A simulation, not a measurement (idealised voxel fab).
A process module follows: voxel plated lines.
The cross-section on display is named cut; it measures 175 nm wide, and its cells are 5 nm squares.
Bands, listed from the top down, are how a cross-section gets written in this document; the cross-section itself is a grid of square cells, and a band is one or more rows of them. The band entry comprises the height of the band's top followed by the height of its bottom, expressed in nm, and subsequently the band's materials from left to right, each stated together with its width in nm. Where a single material is marked with the word "throughout", that material fills the band from edge to edge. The word "blank" represents empty space. A quick word on heights: they are counted from 0, and under that level the wafer as it came to us is one material throughout. The lowest band is different from the rest in having no bottom; it simply continues downward, written as in "0 -> down". A width given as "30 to 40" starts at the first number in the band's top row and ends at the second number in its bottom row, shifting by an equal amount at every step from row to row. "remains unaltered" means the step left every cell of the cross-section as it was. Listed in "Unvented internal voids": every empty space of 8 or more cells without an open way to the top. Form: width x height at distance, the distance being from the left edge, all in nm. That trailing text on a step's line, after the settings, is the simulator's own remark on the step. Regarding "overlay nm": on a step with a mask, it is the distance the mask lay to the right of its planned place; a negative value places it to the left.
List of planned process steps
step 1: RECEIVE: material Si
step 2: CONFORMAL_DEP: material SiO2, thk nm 5
step 3: DIRECTIONAL_DEP: material TiN, thk nm 5
step 4: PATTERN: tone open, mask id LINES, material resist, width nm 20, pitch nm 40, thk nm 40, overlay nm 0
step 5: EPI: material Ru, thk nm 5
step 6: EPI: material Ru, thk nm 5
step 7: EPI: material Ru, thk nm 10
step 8: STRIP: etch materials resist
step 9: DIRECTIONAL_ETCH: etch materials TiN, depth nm 5
step 10: CONFORMAL_DEP: material SiN, thk nm 10
Cross-section of the wafer at receipt, which is the condition after step 1
> 0 -> down | Si throughout
> Unvented internal voids: none
The following cross-section depicts the wafer upon conclusion of the module. Processing commenced from the starting condition illustrated above and adhered to the plan illustrated above, save for one mistake in execution
> 40 -> 30 | blank 25 nm  SiN 125 nm  blank 25 nm
> 30 -> 15 | blank 25 nm  SiN 10 nm  Ru 25 nm  SiN 15 nm  Ru 25 nm  SiN 15 nm  Ru 25 nm  SiN 10 nm  blank 25 nm
> 15 -> 10 | SiN 35 nm  Ru 25 nm  SiN 15 nm  Ru 25 nm  SiN 15 nm  Ru 25 nm  SiN 35 nm
> 10 -> 5 | SiN 35 nm  TiN 25 nm  SiN 15 nm  TiN 25 nm  SiN 15 nm  TiN 25 nm  SiN 35 nm
> 5 -> 0 | SiO2 throughout
> 0 -> down | Si throughout
> Unvented internal voids: none
Processing error: step 4, actual vs plan mismatch, actual run PATTERN: tone open, mask id LINES, material resist, width nm 25, pitch nm 40, thk nm 40, overlay nm 0
